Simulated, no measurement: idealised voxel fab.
The process module presented herein is designated voxel spacer lines.
The cross-section shown here is cut; it is 235 nm wide and divided into square cells measuring 5 nm on a side.
Cross-sections here: square-cell grids, written as top-down lists of bands, a band being one or more rows of cells.
Band: top height; bottom height; in nm. Then, left to right: material with width in nm, for each material. "full width": a single material spanning edge to edge. "air": empty space.
Heights are measured from 0, the level below which the as-received wafer is all one material; the lowest band has no bottom and continues downward, written as in "top 0, no bottom".
When a width is written as two numbers, as in "30 to 40", the first number is the width in the top row of cells of the band and the second is the width in its bottom row, and the width changes by the same amount from each row to the next.
"same as before" after a step means that no cell of the cross-section changed.
Any empty space of 8 cells or more lacking an open way to the top shows up in "Unvented cavities" as width x height at distance, distance from the left edge, in nm.
Formally, on a step line, whatever follows the settings is a remark that the simulator itself makes on the step.
Steps that use a mask can have "overlay nm" on their line. It says how far the mask sat to the right of where it was meant to be. Negative means to the left.
-- Steps planned for the process
- 1: RECEIVE with material Si
- 2: CONFORMAL_DEP with material Al2O3, thk nm 10
- 3: DIRECTIONAL_DEP with material SiN, thk nm 15
- 4: DIRECTIONAL_DEP with material polySi, thk nm 20
- 5: PATTERN with tone cover, mask id MANDREL, material resist, width nm 20, pitch nm 70, thk nm 25, overlay nm 0
- 6: DIRECTIONAL_ETCH with etch materials polySi, depth nm 20
- 7: STRIP with etch materials resist
- 8: CONFORMAL_DEP with material SiO2, thk nm 15
- 9: DIRECTIONAL_ETCH with etch materials SiO2, depth nm 15
- 10: STRIP with etch materials polySi
- 11: DIRECTIONAL_ETCH with etch materials SiN, depth nm 15
- 12: STRIP with etch materials SiO2
- 13: FILL_DEP with material lowk, thk nm 5
- 14: CMP with height nm 25
-- Incoming wafer, cross-sectional view, post step 1
* top 0, no bottom | Si full width
* Unvented cavities: none
-- first wafer at the end, as planned
* top 25, bottom 10 | lowk: 55; SiN: 15; lowk: 20; SiN: 15; lowk: 20; SiN: 15; lowk: 20; SiN: 15; lowk: 60
* top 10, bottom 0 | Al2O3 full width
* top 0, no bottom | Si full width
* Unvented cavities: none
-- Module end: cross-section of wafer two of two. Same start and process plan as the first wafer. One mistake during execution
* top 25, bottom 10 | polySi full width
* top 10, bottom 0 | Al2O3 full width
* top 0, no bottom | Si full width
* Unvented cavities: none
What was done differently from what was planned? steps 3 and 4 traded places in the executed sequence
End check, counted in cells, second wafer has more or fewer of these materials than the first: SiN -36, lowk -105, polySi +141
